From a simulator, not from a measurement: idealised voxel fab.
process module | voxel gate over fins
FYI the section here is cut, 165 nm wide, cells are 5 nm squares.
Bands, listed from the top down, are how a cross-section gets written in this document; the cross-section itself is a grid of square cells, and a band is one or more rows of them. Band: top and bottom heights (nm) first, top before bottom; then materials from left to right, widths in nm. "throughout" marks a sole material filling the band edge to edge. "air" denotes empty space. For the purposes of this specification, 0 denotes the height below which the wafer in its as-received condition is composed wholly of one material, and the lowermost band, lacking a lower limit, extends downward without end, as expressed in "from 0 down". The two numbers in a width such as "30->40" mark its ends across the band: the first belongs to the top row of cells, the second to the bottom row, and from each row to the next the width moves by the same amount. The cross-section has no changed cell in any step marked "no alterations made". In the "Internal closed voids" entry, you get each enclosed empty space of 8 cells or more, one with no open way to the top, written width x height at distance, distance from the left edge, in nm. Where a step's line continues beyond its settings, the continuation is a remark by the simulator itself on that step. The optional step-line setting "overlay nm" applies to steps with a mask and quantifies how far to the right of its planned location the mask lay, a negative value indicating leftward placement.
LISTED BELOW ARE THE PROCESS STEPS AS PLANNED
1: RECEIVE [material Si]
2: CONFORMAL_DEP [material SiN] [thk nm 5]
3: PATTERN [tone cover] [mask id FINS] [material resist] [width nm 15] [pitch nm 60] [thk nm 20] [overlay nm 0]
4: DIRECTIONAL_ETCH [etch materials SiN] [depth nm 5]
5: DIRECTIONAL_ETCH [etch materials Si] [depth nm 30]
6: STRIP [etch materials resist]
7: OXIDIZE [depth nm 5]
8: FILL_DEP [material SiO2] [thk nm 5]
9: CMP [height nm 5]
10: MASKED_ETCH [tone open] [mask id RAIL] [width nm 15] [etch materials SiO2] [depth nm 30] [overlay nm 0]
11: CONFORMAL_DEP [material TiN] [thk nm 5]
12: FILL_DEP [material W] [thk nm 10]
13: CMP [height nm 5]
14: SELECTIVE_ETCH [etch materials W Ru TiN] [depth nm 25]
15: FILL_DEP [material SiO2] [thk nm 5]
16: CMP [height nm 5]
17: SELECTIVE_ETCH [etch materials SiO2] [depth nm 20]
18: STRIP [etch materials SiN]
19: CONFORMAL_DEP [material HfO2] [thk nm 5]
20: CONFORMAL_DEP [material TiN] [thk nm 5]
21: FILL_DEP [material W] [thk nm 15]
22: CMP [height nm 20]
23: CONFORMAL_DEP [material SiN] [thk nm 10]
The wafers are alike at the start. At step 10, their width nm differs. The plan lists the first wafer's value.
CROSS-SECTION OF THE FIRST INCOMING WAFER OF SEVERAL, STATE AFTER STEP 1
- from 0 down: Si throughout
- Internal closed voids: none
THE FIGURE BELOW PRESENTS A CROSS-SECTION OF THE FIRST OF SEVERAL WAFERS AT THE CONCLUSION OF THE MODULE, FOLLOWING ITS LAST STEP, STEP 23
- from 30 to 20: SiN throughout
- from 20 to 10: W throughout
- from 10 to 5: 10 W | 25 TiN | 35 W | 25 TiN | 35 W | 25 TiN | 10 W
- from 5 to 0: 10 W | 5 TiN | 15 HfO2 | 5 TiN | 35 W | 5 TiN | 15 HfO2 | 5 TiN | 35 W | 5 TiN | 15 HfO2 | 5 TiN | 10 W
- from 0 to -5: 10 W | 5 TiN | 5 HfO2 | 5 Si | 5 HfO2 | 5 TiN | 35 W | 5 TiN | 5 HfO2 | 5 Si | 5 HfO2 | 5 TiN | 35 W | 5 TiN | 5 HfO2 | 5 Si | 5 HfO2 | 5 TiN | 10 W
- from -5 to -10: 15 TiN | 5 HfO2 | 5 Si | 5 HfO2 | 45 TiN | 5 HfO2 | 5 Si | 5 HfO2 | 45 TiN | 5 HfO2 | 5 Si | 5 HfO2 | 15 TiN
- from -10 to -15: 20 HfO2 | 5 Si | 55 HfO2 | 5 Si | 55 HfO2 | 5 Si | 20 HfO2
- from -15 to -20: 20 SiO2 | 5 Si | 55 SiO2 | 5 Si | 55 SiO2 | 5 Si | 20 SiO2
- from -20 to -25: 20 SiO2 | 5 Si | 20 SiO2 | 15 TiN | 20 SiO2 | 5 Si | 55 SiO2 | 5 Si | 20 SiO2
- from -25 to -35: 20 SiO2 | 5 Si | 55 SiO2 | 5 Si | 55 SiO2 | 5 Si | 20 SiO2
- from -35 down: Si throughout
- Internal closed voids: none
LAST WAFER AT THE END
- from 30 to 20: SiN throughout
- from 20 to 10: W throughout
- from 10 to 5: 10 W | 25 TiN | 35 W | 25 TiN | 35 W | 25 TiN | 10 W
- from 5 to 0: 10 W | 5 TiN | 15 HfO2 | 5 TiN | 35 W | 5 TiN | 15 HfO2 | 5 TiN | 35 W | 5 TiN | 15 HfO2 | 5 TiN | 10 W
- from 0 to -5: 10 W | 5 TiN | 5 HfO2 | 5 Si | 5 HfO2 | 5 TiN | 35 W | 5 TiN | 5 HfO2 | 5 Si | 5 HfO2 | 5 TiN | 35 W | 5 TiN | 5 HfO2 | 5 Si | 5 HfO2 | 5 TiN | 10 W
- from -5 to -10: 15 TiN | 5 HfO2 | 5 Si | 5 HfO2 | 45 TiN | 5 HfO2 | 5 Si | 5 HfO2 | 45 TiN | 5 HfO2 | 5 Si | 5 HfO2 | 15 TiN
- from -10 to -15: 20 HfO2 | 5 Si | 55 HfO2 | 5 Si | 55 HfO2 | 5 Si | 20 HfO2
- from -15 to -20: 20 SiO2 | 5 Si | 55 SiO2 | 5 Si | 55 SiO2 | 5 Si | 20 SiO2
- from -20 to -25: 20 SiO2 | 5 Si | 15 SiO2 | 30 TiN | 10 SiO2 | 5 Si | 55 SiO2 | 5 Si | 20 SiO2
- from -25 to -35: 20 SiO2 | 5 Si | 55 SiO2 | 5 Si | 55 SiO2 | 5 Si | 20 SiO2
- from -35 down: Si throughout
- Internal closed voids: none
TABLE: WAFERS, A ROW EACH; END-OF-MODULE CELL CHANGE PER MATERIAL SINCE RECEIPT, GAIN (+), LOSS (-); THEN CLOSED VOIDS
width nm 15, +51 HfO2, -210 Si, +66 SiN, +117 SiO2, +54 TiN, +120 W, Internal closed voids: none
width nm 20, +51 HfO2, -210 Si, +66 SiN, +116 SiO2, +55 TiN, +120 W, Internal closed voids: none
width nm 25, +51 HfO2, -210 Si, +66 SiN, +115 SiO2, +56 TiN, +120 W, Internal closed voids: none
width nm 30, +51 HfO2, -210 Si, +66 SiN, +114 SiO2, +57 TiN, +120 W, Internal closed voids: none
